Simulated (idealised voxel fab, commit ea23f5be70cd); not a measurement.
process module | voxel transistor to metal
cross-section cut | 180 nm wide | cells 5 nm
A cross-section is a grid of square cells, given in bands from the top down. A band is one or more rows of cells.
Each band's line starts with the height of the band's top and of its bottom, in nm. Then come its materials from left to right, each with its width in nm. One material with "throughout" fills the band from edge to edge. "air" is empty space.
Height 0 is the level under which the wafer as received is all one material. The lowest band goes on downwards, as in "0 down".
A width such as "30 to 40" changes by the same amount from each row of cells to the next, from the band's top row to its bottom row.
"no change" after a step means that no cell of the cross-section changed.
closed voids: empty space of 8 cells or more with no open way to the top, each as width x height at its distance from the left edge, in nm
after a step's settings: what the simulator itself notes on the step
overlay nm, on a step with a mask: how far to the right of its planned place the mask lay; to the left if negative
plan
1 op RECEIVE | material Si
2 op OXIDIZE | depth nm 5
3 op CONFORMAL_DEP | material SiN | thk nm 15
4 op DIRECTIONAL_DEP | material aC | thk nm 10
5 op PATTERN | tone cover | mask id ACTIVE | material resist | width nm 110 | thk nm 30 | overlay nm 0
6 op DIRECTIONAL_ETCH | etch materials aC | depth nm 10
7 op STRIP | etch materials resist
8 op DIRECTIONAL_ETCH | etch materials SiN | depth nm 15
9 op DIRECTIONAL_ETCH | etch materials SiO2 | depth nm 5
10 op DIRECTIONAL_ETCH | etch materials Si | depth nm 30
11 op STRIP | etch materials aC
12 op FILL_DEP | material SiO2 | thk nm 5
13 op CMP | height nm 15
14 op SELECTIVE_ETCH | etch materials SiO2 | depth nm 10
15 op STRIP | etch materials SiN
16 op SELECTIVE_ETCH | etch materials SiO2 | depth nm 5
17 op OXIDIZE | depth nm 5
18 op DIRECTIONAL_DEP | material polySi | thk nm 20
19 op DIRECTIONAL_DEP | material SiCN | thk nm 15
20 op PATTERN | tone cover | mask id GATE | material resist | width nm 30 | thk nm 15 | overlay nm 0
21 op DIRECTIONAL_ETCH | etch materials SiCN | depth nm 25
22 op DIRECTIONAL_ETCH | etch materials polySi | depth nm 30
23 op STRIP | etch materials resist
24 op CONFORMAL_DEP | material SiO2 | thk nm 5
25 op DIRECTIONAL_ETCH | etch materials SiO2 | depth nm 5
26 op CONFORMAL_DEP | material SiN | thk nm 5
27 op DIRECTIONAL_ETCH | etch materials SiN | depth nm 5
28 op DIRECTIONAL_ETCH | etch materials SiO2 | depth nm 5
29 op EPI | material nSi | thk nm 5
30 op FILL_DEP | material SiO2 | thk nm 10
31 op CMP | height nm 15
32 op STRIP | etch materials polySi
33 op SELECTIVE_ETCH | etch materials SiO2 | depth nm 5
34 op CONFORMAL_DEP | material HfO2 | thk nm 5
35 op CONFORMAL_DEP | material TiN | thk nm 5
36 op FILL_DEP | material W | thk nm 10
37 op CMP | height nm 10
38 op DIRECTIONAL_DEP | material SiO2 | thk nm 10
39 op PATTERN | tone open | mask id CONTACT | material resist | width nm 20 | pitch nm 80 | thk nm 15 | overlay nm 0
40 op DIRECTIONAL_ETCH | etch materials SiO2 | depth nm 25
41 op STRIP | etch materials resist
42 op CONFORMAL_DEP | material TiN | thk nm 5
43 op FILL_DEP | material W | thk nm 10
44 op CMP | height nm 20
45 op DIRECTIONAL_DEP | material TiN | thk nm 5
46 op DIRECTIONAL_DEP | material W | thk nm 20
47 op DIRECTIONAL_DEP | material aC | thk nm 10
48 op PATTERN | tone cover | mask id METAL_1 | material resist | width nm 20 | pitch nm 80 | thk nm 25 | overlay nm 0
49 op DIRECTIONAL_ETCH | etch materials aC | depth nm 10
50 op STRIP | etch materials resist
51 op DIRECTIONAL_ETCH | etch materials W | depth nm 20
52 op DIRECTIONAL_ETCH | etch materials TiN | depth nm 5
53 op STRIP | etch materials aC
54 op FILL_DEP | material SiO2 | thk nm 10
55 op CMP | height nm 45
56 op CONFORMAL_DEP | material SiCN | thk nm 5
57 op DIRECTIONAL_DEP | material lowk | thk nm 35
58 op MASKED_ETCH | tone open | mask id METAL_2 | width nm 20 | pitch nm 80 | etch materials lowk | depth nm 20 | overlay nm 0
59 op PATTERN | tone open | mask id METAL_2_HOLES | material resist | width nm 15 | pitch nm 80 | thk nm 20 | overlay nm 0
60 op DIRECTIONAL_ETCH | etch materials lowk | depth nm 15
61 op DIRECTIONAL_ETCH | etch materials SiCN | depth nm 5
62 op STRIP | etch materials resist
63 op CONFORMAL_DEP | material TiN | thk nm 5
64 op FILL_DEP | material Cu | thk nm 5
65 op CMP | height nm 85
66 op CONFORMAL_DEP | material SiCN | thk nm 5
first wafer, as planned
as received, after step 1
  0 down: Si throughout
  closed voids: none
after step 2
  0 to -5: SiO2 throughout
  below -5: unchanged
after step 3
  15 to 0: SiN throughout
  below 0: unchanged
after step 4
  25 to 15: aC throughout
  below 15: unchanged
after step 5
  55 to 25: air 35 | resist 110 | air 35
  below 25: unchanged
after step 6
  45 to 25: air 35 | resist 110 | air 35
  25 to 15: air 35 | aC 110 | air 35
  below 15: unchanged
after step 7
  25 to 15: air 35 | aC 110 | air 35
  below 15: unchanged
after step 8
  25 to 15: air 35 | aC 110 | air 35
  15 to 0: air 35 | SiN 110 | air 35
  below 0: unchanged
after step 9
  25 to 15: air 35 | aC 110 | air 35
  15 to 0: air 35 | SiN 110 | air 35
  0 to -5: air 35 | SiO2 110 | air 35
  below -5: unchanged
after step 10
  25 to 15: air 35 | aC 110 | air 35
  15 to 0: air 35 | SiN 110 | air 35
  0 to -5: air 35 | SiO2 110 | air 35
  -5 to -35: air 35 | Si 110 | air 35
  below -35: unchanged
after step 11
  15 to 0: air 35 | SiN 110 | air 35
  below 0: unchanged
after step 12
  20 to 15: SiO2 throughout
  15 to 0: SiO2 35 | SiN 110 | SiO2 35
  0 to -5: SiO2 throughout
  -5 to -35: SiO2 35 | Si 110 | SiO2 35
  below -35: unchanged
after step 13
  15 to 0: SiO2 35 | SiN 110 | SiO2 35
  below 0: unchanged
after step 14
  15 to 5: air 35 | SiN 110 | air 35
  below 5: unchanged
after step 15
  5 to 0: SiO2 35 | air 110 | SiO2 35
  below 0: unchanged
after step 16
  0 to -5: SiO2 30 | air 120 | SiO2 30
  below -5: unchanged
after step 17
  0 to -5: SiO2 30 | air 120 | SiO2 30
  -5 to -10: SiO2 throughout
  below -10: unchanged
after step 18
  20 to 15: polySi 30 | air 120 | polySi 30
  15 to 0: polySi throughout
  0 to -5: SiO2 30 | polySi 120 | SiO2 30
  below -5: unchanged
after step 19
  35 to 30: SiCN 30 | air 120 | SiCN 30
  30 to 20: SiCN throughout
  20 to 15: polySi 30 | SiCN 120 | polySi 30
  below 15: unchanged
after step 20
  50 to 35: air 75 | resist 30 | air 75
  35 to 30: SiCN 30 | air 45 | resist 30 | air 45 | SiCN 30
  below 30: unchanged
after step 21
  50 to 30: air 75 | resist 30 | air 75
  30 to 20: air 75 | SiCN 30 | air 75
  20 to 15: polySi 30 | air 45 | SiCN 30 | air 45 | polySi 30
  below 15: unchanged
after step 22
  50 to 30: air 75 | resist 30 | air 75
  30 to 15: air 75 | SiCN 30 | air 75
  15 to 0: air 75 | polySi 30 | air 75
  0 to -5: SiO2 30 | air 45 | polySi 30 | air 45 | SiO2 30
  below -5: unchanged
after step 23
  30 to 15: air 75 | SiCN 30 | air 75
  below 15: unchanged
after step 24
  35 to 30: air 70 | SiO2 40 | air 70
  30 to 15: air 70 | SiO2 5 | SiCN 30 | SiO2 5 | air 70
  15 to 5: air 70 | SiO2 5 | polySi 30 | SiO2 5 | air 70
  5 to 0: SiO2 35 | air 35 | SiO2 5 | polySi 30 | SiO2 5 | air 35 | SiO2 35
  0 to -5: SiO2 75 | polySi 30 | SiO2 75
  below -5: unchanged
after step 25
  30 to 15: air 70 | SiO2 5 | SiCN 30 | SiO2 5 | air 70
  15 to 0: air 70 | SiO2 5 | polySi 30 | SiO2 5 | air 70
  0 to -5: SiO2 35 | air 35 | SiO2 5 | polySi 30 | SiO2 5 | air 35 | SiO2 35
  below -5: unchanged
after step 26
  35 to 30: air 65 | SiN 50 | air 65
  30 to 15: air 65 | SiN 5 | SiO2 5 | SiCN 30 | SiO2 5 | SiN 5 | air 65
  15 to 5: air 65 | SiN 5 | SiO2 5 | polySi 30 | SiO2 5 | SiN 5 | air 65
  5 to 0: SiN 40 | air 25 | SiN 5 | SiO2 5 | polySi 30 | SiO2 5 | SiN 5 | air 25 | SiN 40
  0 to -5: SiO2 35 | SiN 35 | SiO2 5 | polySi 30 | SiO2 5 | SiN 35 | SiO2 35
  below -5: unchanged
after step 27
  30 to 15: air 65 | SiN 5 | SiO2 5 | SiCN 30 | SiO2 5 | SiN 5 | air 65
  15 to 0: air 65 | SiN 5 | SiO2 5 | polySi 30 | SiO2 5 | SiN 5 | air 65
  0 to -5: SiO2 35 | SiN 5 | air 25 | SiN 5 | SiO2 5 | polySi 30 | SiO2 5 | SiN 5 | air 25 | SiN 5 | SiO2 35
  below -5: unchanged
after step 28
  30 to 25: air 65 | SiN 5 | air 5 | SiCN 30 | air 5 | SiN 5 | air 65
  25 to 15: air 65 | SiN 5 | SiO2 5 | SiCN 30 | SiO2 5 | SiN 5 | air 65
  15 to 0: air 65 | SiN 5 | SiO2 5 | polySi 30 | SiO2 5 | SiN 5 | air 65
  0 to -5: air 35 | SiN 5 | air 25 | SiN 5 | SiO2 5 | polySi 30 | SiO2 5 | SiN 5 | air 25 | SiN 5 | air 35
  -5 to -10: SiO2 40 | air 25 | SiO2 50 | air 25 | SiO2 40
  below -10: unchanged
after step 29
  30 to 25: air 65 | SiN 5 | air 5 | SiCN 30 | air 5 | SiN 5 | air 65
  25 to 15: air 65 | SiN 5 | SiO2 5 | SiCN 30 | SiO2 5 | SiN 5 | air 65
  15 to 0: air 65 | SiN 5 | SiO2 5 | polySi 30 | SiO2 5 | SiN 5 | air 65
  0 to -5: air 35 | SiN 5 | air 25 | SiN 5 | SiO2 5 | polySi 30 | SiO2 5 | SiN 5 | air 25 | SiN 5 | air 35
  -5 to -10: SiO2 40 | nSi 25 | SiO2 50 | nSi 25 | SiO2 40
  below -10: unchanged
after step 30
  40 to 30: SiO2 throughout
  30 to 15: SiO2 65 | SiN 5 | SiO2 5 | SiCN 30 | SiO2 5 | SiN 5 | SiO2 65
  15 to 0: SiO2 65 | SiN 5 | SiO2 5 | polySi 30 | SiO2 5 | SiN 5 | SiO2 65
  0 to -5: SiO2 35 | SiN 5 | SiO2 25 | SiN 5 | SiO2 5 | polySi 30 | SiO2 5 | SiN 5 | SiO2 25 | SiN 5 | SiO2 35
  below -5: unchanged
after step 31
  15 to 0: SiO2 65 | SiN 5 | SiO2 5 | polySi 30 | SiO2 5 | SiN 5 | SiO2 65
  below 0: unchanged
after step 32
  15 to 0: SiO2 65 | SiN 5 | SiO2 5 | air 30 | SiO2 5 | SiN 5 | SiO2 65
  0 to -5: SiO2 35 | SiN 5 | SiO2 25 | SiN 5 | SiO2 5 | air 30 | SiO2 5 | SiN 5 | SiO2 25 | SiN 5 | SiO2 35
  below -5: unchanged
after step 33
  15 to 10: air 65 | SiN 5 | air 40 | SiN 5 | air 65
  10 to 0: SiO2 65 | SiN 5 | air 40 | SiN 5 | SiO2 65
  0 to -5: SiO2 35 | SiN 5 | SiO2 25 | SiN 5 | air 40 | SiN 5 | SiO2 25 | SiN 5 | SiO2 35
  -5 to -10: SiO2 40 | nSi 25 | SiO2 5 | air 40 | SiO2 5 | nSi 25 | SiO2 40
  below -10: unchanged
after step 34
  20 to 15: air 60 | HfO2 15 | air 30 | HfO2 15 | air 60
  15 to 10: HfO2 65 | SiN 5 | HfO2 5 | air 30 | HfO2 5 | SiN 5 | HfO2 65
  10 to 0: SiO2 65 | SiN 5 | HfO2 5 | air 30 | HfO2 5 | SiN 5 | SiO2 65
  0 to -5: SiO2 35 | SiN 5 | SiO2 25 | SiN 5 | HfO2 5 | air 30 | HfO2 5 | SiN 5 | SiO2 25 | SiN 5 | SiO2 35
  -5 to -10: SiO2 40 | nSi 25 | SiO2 5 | HfO2 40 | SiO2 5 | nSi 25 | SiO2 40
  below -10: unchanged
after step 35
  25 to 20: air 55 | TiN 25 | air 20 | TiN 25 | air 55
  20 to 15: TiN 60 | HfO2 15 | TiN 5 | air 20 | TiN 5 | HfO2 15 | TiN 60
  15 to 10: HfO2 65 | SiN 5 | HfO2 5 | TiN 5 | air 20 | TiN 5 | HfO2 5 | SiN 5 | HfO2 65
  10 to 0: SiO2 65 | SiN 5 | HfO2 5 | TiN 5 | air 20 | TiN 5 | HfO2 5 | SiN 5 | SiO2 65
  0 to -5: SiO2 35 | SiN 5 | SiO2 25 | SiN 5 | HfO2 5 | TiN 30 | HfO2 5 | SiN 5 | SiO2 25 | SiN 5 | SiO2 35
  below -5: unchanged
after step 36
  35 to 25: W throughout
  25 to 20: W 55 | TiN 25 | W 20 | TiN 25 | W 55
  20 to 15: TiN 60 | HfO2 15 | TiN 5 | W 20 | TiN 5 | HfO2 15 | TiN 60
  15 to 10: HfO2 65 | SiN 5 | HfO2 5 | TiN 5 | W 20 | TiN 5 | HfO2 5 | SiN 5 | HfO2 65
  10 to 0: SiO2 65 | SiN 5 | HfO2 5 | TiN 5 | W 20 | TiN 5 | HfO2 5 | SiN 5 | SiO2 65
  below 0: unchanged
after step 37
  10 to 0: SiO2 65 | SiN 5 | HfO2 5 | TiN 5 | W 20 | TiN 5 | HfO2 5 | SiN 5 | SiO2 65
  below 0: unchanged
after step 38
  20 to 10: SiO2 throughout
  below 10: unchanged
after step 39
  35 to 20: resist 40 | air 20 | resist 60 | air 20 | resist 40
  below 20: unchanged
after step 40
  35 to 20: resist 40 | air 20 | resist 60 | air 20 | resist 40
  20 to 10: SiO2 40 | air 20 | SiO2 60 | air 20 | SiO2 40
  10 to 0: SiO2 40 | air 20 | SiO2 5 | SiN 5 | HfO2 5 | TiN 5 | W 20 | TiN 5 | HfO2 5 | SiN 5 | SiO2 5 | air 20 | SiO2 40
  0 to -5: SiO2 35 | SiN 5 | air 20 | SiO2 5 | SiN 5 | HfO2 5 | TiN 30 | HfO2 5 | SiN 5 | SiO2 5 | air 20 | SiN 5 | SiO2 35
  below -5: unchanged
after step 41
  20 to 10: SiO2 40 | air 20 | SiO2 60 | air 20 | SiO2 40
  below 10: unchanged
after step 42
  25 to 20: TiN 45 | air 10 | TiN 70 | air 10 | TiN 45
  20 to 10: SiO2 40 | TiN 5 | air 10 | TiN 5 | SiO2 60 | TiN 5 | air 10 | TiN 5 | SiO2 40
  10 to 0: SiO2 40 | TiN 5 | air 10 | TiN 5 | SiO2 5 | SiN 5 | HfO2 5 | TiN 5 | W 20 | TiN 5 | HfO2 5 | SiN 5 | SiO2 5 | TiN 5 | air 10 | TiN 5 | SiO2 40
  0 to -5: SiO2 35 | SiN 5 | TiN 20 | SiO2 5 | SiN 5 | HfO2 5 | TiN 30 | HfO2 5 | SiN 5 | SiO2 5 | TiN 20 | SiN 5 | SiO2 35
  below -5: unchanged
after step 43
  35 to 25: W throughout
  25 to 20: TiN 45 | W 10 | TiN 70 | W 10 | TiN 45
  20 to 10: SiO2 40 | TiN 5 | W 10 | TiN 5 | SiO2 60 | TiN 5 | W 10 | TiN 5 | SiO2 40
  10 to 0: SiO2 40 | TiN 5 | W 10 | TiN 5 | SiO2 5 | SiN 5 | HfO2 5 | TiN 5 | W 20 | TiN 5 | HfO2 5 | SiN 5 | SiO2 5 | TiN 5 | W 10 | TiN 5 | SiO2 40
  below 0: unchanged
after step 44
  20 to 10: SiO2 40 | TiN 5 | W 10 | TiN 5 | SiO2 60 | TiN 5 | W 10 | TiN 5 | SiO2 40
  below 10: unchanged
after step 45
  25 to 20: TiN throughout
  below 20: unchanged
after step 46
  45 to 25: W throughout
  below 25: unchanged
after step 47
  55 to 45: aC throughout
  below 45: unchanged
after step 48
  80 to 55: air 40 | resist 20 | air 60 | resist 20 | air 40
  below 55: unchanged
after step 49
  70 to 55: air 40 | resist 20 | air 60 | resist 20 | air 40
  55 to 45: air 40 | aC 20 | air 60 | aC 20 | air 40
  below 45: unchanged
after step 50
  55 to 45: air 40 | aC 20 | air 60 | aC 20 | air 40
  below 45: unchanged
after step 51
  55 to 45: air 40 | aC 20 | air 60 | aC 20 | air 40
  45 to 25: air 40 | W 20 | air 60 | W 20 | air 40
  below 25: unchanged
after step 52
  55 to 45: air 40 | aC 20 | air 60 | aC 20 | air 40
  45 to 25: air 40 | W 20 | air 60 | W 20 | air 40
  25 to 20: air 40 | TiN 20 | air 60 | TiN 20 | air 40
  below 20: unchanged
after step 53
  45 to 25: air 40 | W 20 | air 60 | W 20 | air 40
  below 25: unchanged
after step 54
  55 to 45: SiO2 throughout
  45 to 25: SiO2 40 | W 20 | SiO2 60 | W 20 | SiO2 40
  25 to 20: SiO2 40 | TiN 20 | SiO2 60 | TiN 20 | SiO2 40
  below 20: unchanged
after step 55
  45 to 25: SiO2 40 | W 20 | SiO2 60 | W 20 | SiO2 40
  below 25: unchanged
after step 56
  50 to 45: SiCN throughout
  below 45: unchanged
after step 57
  85 to 50: lowk throughout
  below 50: unchanged
after step 58
  85 to 65: lowk 40 | air 20 | lowk 60 | air 20 | lowk 40
  below 65: unchanged
after step 59
  105 to 85: resist 40 | air 15 | resist 65 | air 15 | resist 45
  85 to 65: lowk 40 | air 15 | resist 5 | lowk 60 | air 15 | resist 5 | lowk 40
  below 65: unchanged
after step 60
  105 to 85: resist 40 | air 15 | resist 65 | air 15 | resist 45
  85 to 65: lowk 40 | air 15 | resist 5 | lowk 60 | air 15 | resist 5 | lowk 40
  65 to 50: lowk 40 | air 15 | lowk 65 | air 15 | lowk 45
  below 50: unchanged
after step 61
  105 to 85: resist 40 | air 15 | resist 65 | air 15 | resist 45
  85 to 65: lowk 40 | air 15 | resist 5 | lowk 60 | air 15 | resist 5 | lowk 40
  65 to 50: lowk 40 | air 15 | lowk 65 | air 15 | lowk 45
  50 to 45: SiCN 40 | air 15 | SiCN 65 | air 15 | SiCN 45
  below 45: unchanged
after step 62
  85 to 65: lowk 40 | air 20 | lowk 60 | air 20 | lowk 40
  below 65: unchanged
after step 63
  90 to 85: TiN 45 | air 10 | TiN 70 | air 10 | TiN 45
  85 to 70: lowk 40 | TiN 5 | air 10 | TiN 5 | lowk 60 | TiN 5 | air 10 | TiN 5 | lowk 40
  70 to 65: lowk 40 | TiN 5 | air 5 | TiN 10 | lowk 60 | TiN 5 | air 5 | TiN 10 | lowk 40
  65 to 50: lowk 40 | TiN 5 | air 5 | TiN 5 | lowk 65 | TiN 5 | air 5 | TiN 5 | lowk 45
  50 to 45: SiCN 40 | TiN 15 | SiCN 65 | TiN 15 | SiCN 45
  below 45: unchanged
after step 64
  95 to 90: Cu throughout
  90 to 85: TiN 45 | Cu 10 | TiN 70 | Cu 10 | TiN 45
  85 to 70: lowk 40 | TiN 5 | Cu 10 | TiN 5 | lowk 60 | TiN 5 | Cu 10 | TiN 5 | lowk 40
  70 to 65: lowk 40 | TiN 5 | Cu 5 | TiN 10 | lowk 60 | TiN 5 | Cu 5 | TiN 10 | lowk 40
  65 to 50: lowk 40 | TiN 5 | Cu 5 | TiN 5 | lowk 65 | TiN 5 | Cu 5 | TiN 5 | lowk 45
  below 50: unchanged
after step 65
  85 to 70: lowk 40 | TiN 5 | Cu 10 | TiN 5 | lowk 60 | TiN 5 | Cu 10 | TiN 5 | lowk 40
  below 70: unchanged
after step 66
  90 to 85: SiCN throughout
  below 85: unchanged
second wafer: like start, like plan, one mistake. Through step 57 it matches the first wafer
when step 58 should have ended
  85 to 50: lowk 40 | air 20 | lowk 60 | air 20 | lowk 40
  below 50: unchanged
when step 59 should have ended
  105 to 85: resist 40 | air 15 | resist 65 | air 15 | resist 45
  85 to 50: lowk 40 | air 15 | resist 5 | lowk 60 | air 15 | resist 5 | lowk 40
  below 50: unchanged
when step 60 should have ended: no change
when step 61 should have ended
  105 to 85: resist 40 | air 15 | resist 65 | air 15 | resist 45
  85 to 50: lowk 40 | air 15 | resist 5 | lowk 60 | air 15 | resist 5 | lowk 40
  50 to 45: SiCN 40 | air 15 | SiCN 65 | air 15 | SiCN 45
  below 45: unchanged
when step 62 should have ended
  85 to 50: lowk 40 | air 20 | lowk 60 | air 20 | lowk 40
  below 50: unchanged
when step 63 should have ended
  90 to 85: TiN 45 | air 10 | TiN 70 | air 10 | TiN 45
  85 to 55: lowk 40 | TiN 5 | air 10 | TiN 5 | lowk 60 | TiN 5 | air 10 | TiN 5 | lowk 40
  55 to 50: lowk 40 | TiN 5 | air 5 | TiN 10 | lowk 60 | TiN 5 | air 5 | TiN 10 | lowk 40
  50 to 45: SiCN 40 | TiN 15 | SiCN 65 | TiN 15 | SiCN 45
  below 45: unchanged
when step 64 should have ended
  95 to 90: Cu throughout
  90 to 85: TiN 45 | Cu 10 | TiN 70 | Cu 10 | TiN 45
  85 to 55: lowk 40 | TiN 5 | Cu 10 | TiN 5 | lowk 60 | TiN 5 | Cu 10 | TiN 5 | lowk 40
  55 to 50: lowk 40 | TiN 5 | Cu 5 | TiN 10 | lowk 60 | TiN 5 | Cu 5 | TiN 10 | lowk 40
  below 50: unchanged
when step 65 should have ended
  85 to 55: lowk 40 | TiN 5 | Cu 10 | TiN 5 | lowk 60 | TiN 5 | Cu 10 | TiN 5 | lowk 40
  below 55: unchanged
when step 66 should have ended
  90 to 85: SiCN throughout
  below 85: unchanged
what went wrong: step 58 was run twice
at the end the second wafer has, in cells: 6 more of Cu | 6 fewer of lowk
